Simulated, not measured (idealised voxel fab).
This is a process module. Its name is voxel gate over fins.
It is cross-section cut that appears here, measuring 250 nm in width, its square cells being 5 nm in size.
Cross-section = grid of square cells, listed top down in bands; band = one or more rows. It is stipulated that each band's entry specify, in nanometres, the height of the top of the band and then that of its bottom, followed by the materials of the band in left-to-right sequence, each together with its width in nanometres. A single material marked by the word "edge to edge" is understood to fill the band from edge to edge; the word "empty" is understood to denote empty space. Heights are expressed relative to 0, this being the level below which the as-received wafer comprises one material exclusively. The lowest band is unbounded in the downward direction and is denoted as in "0 -> down". The expression "30->40" gives the width at the extremes of the band, the first number at its top row of cells and the second at its bottom row, with the width changing by equal amounts from each row to the next in between. "stayed the same" after a step means that no cell of the cross-section changed. You'll see "closed voids" listing empty spaces that have no way open to the top, as long as they're 8 cells or more; the notation is width x height at distance, where the distance is from the left edge, and all of it is in nm. Past the settings on a step's line: simulator remark, on that step. A step line may carry the setting "overlay nm", which, for steps involving a mask, states the distance by which the mask lay to the right of its intended position; negative values denote displacement to the left.

# Intended process steps
1) RECEIVE with material Si
2) CONFORMAL_DEP with material SiN, thk nm 5
3) MASKED_ETCH with tone cover, mask id FINS, width nm 15, pitch nm 35, etch materials SiN, depth nm 5, overlay nm 0
4) MASKED_ETCH with tone cover, mask id FINS, width nm 15, pitch nm 35, etch materials Si, depth nm 40, overlay nm 0
5) FILL_DEP with material SiO2, thk nm 10
6) CMP with height nm 5
7) SELECTIVE_ETCH with etch materials SiO2, depth nm 15
8) STRIP with etch materials SiN
9) CONFORMAL_DEP with material HfO2, thk nm 5
10) CONFORMAL_DEP with material TiN, thk nm 5
11) FILL_DEP with material W, thk nm 10
12) CMP with height nm 15
13) CONFORMAL_DEP with material SiCN, thk nm 10

# first wafer, as planned

# Cross-section of the wafer at receipt, which is the condition after step 1
- 0 -> down | Si edge to edge
- closed voids: none

# Sectional view: wafer, after step 2
- 5 -> 0 | SiN edge to edge
- All layers under 0 are left as they were.

# Sectional view: wafer, after step 3
- 5 -> 0 | empty=100; SiN=15; empty=20; SiN=15; empty=100
- All layers under 0 are left as they were.

# Sectional view: wafer, after step 4
- 5 -> 0 | empty=100; SiN=15; empty=20; SiN=15; empty=100
- 0 -> -40 | empty=100; Si=15; empty=20; Si=15; empty=100
- All layers under -40 are left as they were.

# Sectional view: wafer, after step 5
- 15 -> 5 | SiO2 edge to edge
- 5 -> 0 | SiO2=100; SiN=15; SiO2=20; SiN=15; SiO2=100
- 0 -> -40 | SiO2=100; Si=15; SiO2=20; Si=15; SiO2=100
- All layers under -40 are left as they were.

# Sectional view: wafer, after step 6
- 5 -> 0 | SiO2=100; SiN=15; SiO2=20; SiN=15; SiO2=100
- All layers under 0 are left as they were.

# Sectional view: wafer, after step 7
- 5 -> 0 | empty=100; SiN=15; empty=20; SiN=15; empty=100
- 0 -> -10 | empty=100; Si=15; empty=20; Si=15; empty=100
- All layers under -10 are left as they were.

# Sectional view: wafer, after step 8
- 0 -> -10 | empty=100; Si=15; empty=20; Si=15; empty=100
- All layers under -10 are left as they were.

# Sectional view: wafer, after step 9
- 5 -> 0 | empty=95; HfO2=25; empty=10; HfO2=25; empty=95
- 0 -> -5 | empty=95; HfO2=5; Si=15; HfO2=5; empty=10; HfO2=5; Si=15; HfO2=5; empty=95
- -5 -> -10 | HfO2=100; Si=15; HfO2=20; Si=15; HfO2=100
- All layers under -10 are left as they were.

# Sectional view: wafer, after step 10
- 10 -> 5 | empty=90; TiN=70; empty=90
- 5 -> 0 | empty=90; TiN=5; HfO2=25; TiN=10; HfO2=25; TiN=5; empty=90
- 0 -> -5 | TiN=95; HfO2=5; Si=15; HfO2=5; TiN=10; HfO2=5; Si=15; HfO2=5; TiN=95
- All layers under -5 are left as they were.

# Sectional view: wafer, after step 11
- 20 -> 10 | W edge to edge
- 10 -> 5 | W=90; TiN=70; W=90
- 5 -> 0 | W=90; TiN=5; HfO2=25; TiN=10; HfO2=25; TiN=5; W=90
- All layers under 0 are left as they were.

# Sectional view: wafer, after step 12
- 15 -> 10 | W edge to edge
- All layers under 10 are left as they were.

# Sectional view: wafer, after step 13
- 25 -> 15 | SiCN edge to edge
- All layers under 15 are left as they were.

# The second wafer was prepared from the same starting point and under the same plan as the first; its processing contained one mistake, and it remains indistinguishable from the first wafer up to and including step 8

Planned end of step 9: second wafer, cross-section: stayed the same

# Planned end of step 10: second wafer, cross-section
- 5 -> 0 | empty=95; TiN=25; empty=10; TiN=25; empty=95
- 0 -> -5 | empty=95; TiN=5; Si=15; TiN=5; empty=10; TiN=5; Si=15; TiN=5; empty=95
- -5 -> -10 | TiN=100; Si=15; TiN=20; Si=15; TiN=100
- All layers under -10 are left as they were.

# Planned end of step 11: second wafer, cross-section
- 15 -> 5 | W edge to edge
- 5 -> 0 | W=95; TiN=25; W=10; TiN=25; W=95
- 0 -> -5 | W=95; TiN=5; Si=15; TiN=5; W=10; TiN=5; Si=15; TiN=5; W=95
- All layers under -5 are left as they were.

Planned end of step 12: second wafer, cross-section: stayed the same

# Planned end of step 13: second wafer, cross-section
- 25 -> 15 | SiCN edge to edge
- All layers under 15 are left as they were.
Processing error: plan step 9 was not performed, having been skipped
at the end the second wafer has, in cells: -58 HfO2 | +58 W
